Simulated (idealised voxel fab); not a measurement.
process module | voxel released beams
cross-section cut | 295 nm wide | cells 5 nm
A cross-section is a grid of square cells, given in bands from the top down. A band is one or more rows of cells.
Each band's line starts with the height of the band's top and of its bottom, in nm. Then come its materials from left to right, each with its width in nm. One material with "throughout" fills the band from edge to edge. "air" is empty space.
Height 0 is the level under which the wafer as received is all one material. The lowest band goes on downwards, as in "0 down".
A width such as "30 to 40" changes by the same amount from each row of cells to the next, from the band's top row to its bottom row.
"no change" after a step means that no cell of the cross-section changed.
closed voids: empty space of 8 cells or more with no open way to the top, each as width x height at its distance from the left edge, in nm
after a step's settings: what the simulator itself notes on the step
overlay nm, on a step with a mask: how far to the right of its planned place the mask lay; to the left if negative
plan
1 op RECEIVE | material Si
2 op CONFORMAL_DEP | material Al2O3 | thk nm 5
3 op DIRECTIONAL_DEP | material SiO2 | thk nm 10
4 op MASKED_ETCH | tone open | mask id ANCHOR | width nm 35 | etch materials SiO2 | depth nm 10 | overlay nm 0
5 op CONFORMAL_DEP | material W | thk nm 10
6 op MASKED_ETCH | tone cover | mask id BEAM | width nm 105 | etch materials W | depth nm 10 | overlay nm 0
7 op STRIP | etch materials SiO2
as received, after step 1
  0 down: Si throughout
  closed voids: none
first wafer at the end, as planned
  25 to 15: air 90 | W 15 | air 15 | W 75 | air 100
  15 to 5: air 95 | W 35 | air 165
  5 to 0: Al2O3 throughout
  0 down: Si throughout
  closed voids: none
second wafer at the end: like start, like plan, one mistake
  15 to 5: air 95 | W 10 | air 15 | W 10 | air 165
  5 to 0: Al2O3 throughout
  0 down: Si throughout
  closed voids: none
what went wrong: step 6 ran as: op MASKED_ETCH | tone open | mask id BEAM | width nm 105 | etch materials W | depth nm 10 | overlay nm 0
at the end the second wafer has, in cells: 42 fewer of W
